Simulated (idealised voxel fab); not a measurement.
This is a process module. Its name is voxel quadruple lines.
In the cross-section labelled cut, the width is 240 nm and each square cell is 5 nm.
Reading order for cross-sections: top band down to bottom band. Underlying form: a grid of square cells. Band size: one or more rows of cells. A band entry consists of two parts. The first gives the height of the band's top and the height of its bottom, in nm. The rest lists the band's materials from left to right, each with its width in nm. A single material labelled with the word "throughout" fills the band from edge to edge, and the word "empty" marks empty space. Heights from 0 (as-received wafer is one material below). Bottom band endless downward, as "0..down". With a width like "30->40", each row of cells in the band differs from the next by the same amount, the top row carrying the first number and the bottom row the second. Key: "everything unchanged" - step with no changed cell in the cross-section. "Enclosed void listing" contains a list of empty spaces, each no smaller than 8 cells and without an open way to the top, written in the form width x height at distance with the distance from the left edge and all three in nm. Heads up: the bit after the settings on a step's line is the simulator's remark on that step. overlay nm: on a step with a mask, how far right of its planned place the mask lay; negative means left.

# The planned process steps are enumerated hereunder
- 1: RECEIVE with material Si
- 2: CONFORMAL_DEP with material SiO2, thk nm 10
- 3: DIRECTIONAL_DEP with material TiN, thk nm 15
- 4: DIRECTIONAL_DEP with material polySi, thk nm 20
- 5: DIRECTIONAL_DEP with material aC, thk nm 20
- 6: PATTERN with tone cover, mask id MANDREL, material resist, width nm 30, thk nm 30, overlay nm 0
- 7: DIRECTIONAL_ETCH with etch materials aC, depth nm 20
- 8: STRIP with etch materials resist
- 9: CONFORMAL_DEP with material SiO2, thk nm 10
- 10: DIRECTIONAL_ETCH with etch materials SiO2, depth nm 10
- 11: STRIP with etch materials aC
- 12: DIRECTIONAL_ETCH with etch materials polySi, depth nm 20
- 13: STRIP with etch materials SiO2
- 14: CONFORMAL_DEP with material SiCN, thk nm 10
- 15: DIRECTIONAL_ETCH with etch materials SiCN, depth nm 10
- 16: STRIP with etch materials polySi
- 17: DIRECTIONAL_ETCH with etch materials TiN, depth nm 15
- 18: STRIP with etch materials SiCN

# First wafer out of two, processed as planned

# Incoming wafer in cross-section (state: after step 1)
  0..down | Si throughout
  Enclosed void listing: none

# You're looking at a cross-section of the wafer after step 2
  10..0 | SiO2 throughout
  At heights below 0, the structure remains unaltered.

# You're looking at a cross-section of the wafer after step 3
  25..10 | TiN throughout
  At heights below 10, the structure remains unaltered.

# You're looking at a cross-section of the wafer after step 4
  45..25 | polySi throughout
  At heights below 25, the structure remains unaltered.

# You're looking at a cross-section of the wafer after step 5
  65..45 | aC throughout
  At heights below 45, the structure remains unaltered.

# You're looking at a cross-section of the wafer after step 6
  95..65 | empty (105) / resist (30) / empty (105)
  At heights below 65, the structure remains unaltered.

# You're looking at a cross-section of the wafer after step 7
  75..65 | empty (105) / resist (30) / empty (105)
  65..45 | empty (105) / aC (30) / empty (105)
  At heights below 45, the structure remains unaltered.

# You're looking at a cross-section of the wafer after step 8
  65..45 | empty (105) / aC (30) / empty (105)
  At heights below 45, the structure remains unaltered.

# You're looking at a cross-section of the wafer after step 9
  75..65 | empty (95) / SiO2 (50) / empty (95)
  65..55 | empty (95) / SiO2 (10) / aC (30) / SiO2 (10) / empty (95)
  55..45 | SiO2 (105) / aC (30) / SiO2 (105)
  At heights below 45, the structure remains unaltered.

# You're looking at a cross-section of the wafer after step 10
  65..45 | empty (95) / SiO2 (10) / aC (30) / SiO2 (10) / empty (95)
  At heights below 45, the structure remains unaltered.

# You're looking at a cross-section of the wafer after step 11
  65..45 | empty (95) / SiO2 (10) / empty (30) / SiO2 (10) / empty (95)
  At heights below 45, the structure remains unaltered.

# You're looking at a cross-section of the wafer after step 12
  65..45 | empty (95) / SiO2 (10) / empty (30) / SiO2 (10) / empty (95)
  45..25 | empty (95) / polySi (10) / empty (30) / polySi (10) / empty (95)
  At heights below 25, the structure remains unaltered.

# You're looking at a cross-section of the wafer after step 13
  45..25 | empty (95) / polySi (10) / empty (30) / polySi (10) / empty (95)
  At heights below 25, the structure remains unaltered.

# You're looking at a cross-section of the wafer after step 14
  55..45 | empty (85) / SiCN (30) / empty (10) / SiCN (30) / empty (85)
  45..35 | empty (85) / SiCN (10) / polySi (10) / SiCN (10) / empty (10) / SiCN (10) / polySi (10) / SiCN (10) / empty (85)
  35..25 | SiCN (95) / polySi (10) / SiCN (30) / polySi (10) / SiCN (95)
  At heights below 25, the structure remains unaltered.

# You're looking at a cross-section of the wafer after step 15
  45..25 | empty (85) / SiCN (10) / polySi (10) / SiCN (10) / empty (10) / SiCN (10) / polySi (10) / SiCN (10) / empty (85)
  At heights below 25, the structure remains unaltered.

# You're looking at a cross-section of the wafer after step 16
  45..25 | empty (85) / SiCN (10) / empty (10) / SiCN (10) / empty (10) / SiCN (10) / empty (10) / SiCN (10) / empty (85)
  At heights below 25, the structure remains unaltered.

# You're looking at a cross-section of the wafer after step 17
  45..25 | empty (85) / SiCN (10) / empty (10) / SiCN (10) / empty (10) / SiCN (10) / empty (10) / SiCN (10) / empty (85)
  25..10 | empty (85) / TiN (10) / empty (10) / TiN (10) / empty (10) / TiN (10) / empty (10) / TiN (10) / empty (85)
  At heights below 10, the structure remains unaltered.

# You're looking at a cross-section of the wafer after step 18
  25..10 | empty (85) / TiN (10) / empty (10) / TiN (10) / empty (10) / TiN (10) / empty (10) / TiN (10) / empty (85)
  At heights below 10, the structure remains unaltered.

# It is to be noted that the second wafer proceeded from the same initial state and according to the same plan as the first, although one mistake was committed in its execution; through step 5, inclusive, the two wafers share an identical history

# Cross-section of the second wafer when, according to plan, step 6 should have finished
  95..65 | empty (115) / resist (30) / empty (95)
  At heights below 65, the structure remains unaltered.

# Cross-section of the second wafer when, according to plan, step 7 should have finished
  75..65 | empty (115) / resist (30) / empty (95)
  65..45 | empty (115) / aC (30) / empty (95)
  At heights below 45, the structure remains unaltered.

# Cross-section of the second wafer when, according to plan, step 8 should have finished
  65..45 | empty (115) / aC (30) / empty (95)
  At heights below 45, the structure remains unaltered.

# Cross-section of the second wafer when, according to plan, step 9 should have finished
  75..65 | empty (105) / SiO2 (50) / empty (85)
  65..55 | empty (105) / SiO2 (10) / aC (30) / SiO2 (10) / empty (85)
  55..45 | SiO2 (115) / aC (30) / SiO2 (95)
  At heights below 45, the structure remains unaltered.

# Cross-section of the second wafer when, according to plan, step 10 should have finished
  65..45 | empty (105) / SiO2 (10) / aC (30) / SiO2 (10) / empty (85)
  At heights below 45, the structure remains unaltered.

# Cross-section of the second wafer when, according to plan, step 11 should have finished
  65..45 | empty (105) / SiO2 (10) / empty (30) / SiO2 (10) / empty (85)
  At heights below 45, the structure remains unaltered.

# Cross-section of the second wafer when, according to plan, step 12 should have finished
  65..45 | empty (105) / SiO2 (10) / empty (30) / SiO2 (10) / empty (85)
  45..25 | empty (105) / polySi (10) / empty (30) / polySi (10) / empty (85)
  At heights below 25, the structure remains unaltered.

# Cross-section of the second wafer when, according to plan, step 13 should have finished
  45..25 | empty (105) / polySi (10) / empty (30) / polySi (10) / empty (85)
  At heights below 25, the structure remains unaltered.

# Cross-section of the second wafer when, according to plan, step 14 should have finished
  55..45 | empty (95) / SiCN (30) / empty (10) / SiCN (30) / empty (75)
  45..35 | empty (95) / SiCN (10) / polySi (10) / SiCN (10) / empty (10) / SiCN (10) / polySi (10) / SiCN (10) / empty (75)
  35..25 | SiCN (105) / polySi (10) / SiCN (30) / polySi (10) / SiCN (85)
  At heights below 25, the structure remains unaltered.

# Cross-section of the second wafer when, according to plan, step 15 should have finished
  45..25 | empty (95) / SiCN (10) / polySi (10) / SiCN (10) / empty (10) / SiCN (10) / polySi (10) / SiCN (10) / empty (75)
  At heights below 25, the structure remains unaltered.

# Cross-section of the second wafer when, according to plan, step 16 should have finished
  45..25 | empty (95) / SiCN (10) / empty (10) / SiCN (10) / empty (10) / SiCN (10) / empty (10) / SiCN (10) / empty (75)
  At heights below 25, the structure remains unaltered.

# Cross-section of the second wafer when, according to plan, step 17 should have finished
  45..25 | empty (95) / SiCN (10) / empty (10) / SiCN (10) / empty (10) / SiCN (10) / empty (10) / SiCN (10) / empty (75)
  25..10 | empty (95) / TiN (10) / empty (10) / TiN (10) / empty (10) / TiN (10) / empty (10) / TiN (10) / empty (75)
  At heights below 10, the structure remains unaltered.

# Cross-section of the second wafer when, according to plan, step 18 should have finished
  25..10 | empty (95) / TiN (10) / empty (10) / TiN (10) / empty (10) / TiN (10) / empty (10) / TiN (10) / empty (75)
  At heights below 10, the structure remains unaltered.
What was the processing mistake? rather than as planned, step 6 actually ran as PATTERN with tone cover, mask id MANDREL, material resist, width nm 30, thk nm 30, overlay nm 10
Cell counts per material: same on both final wafers. Positions: different.
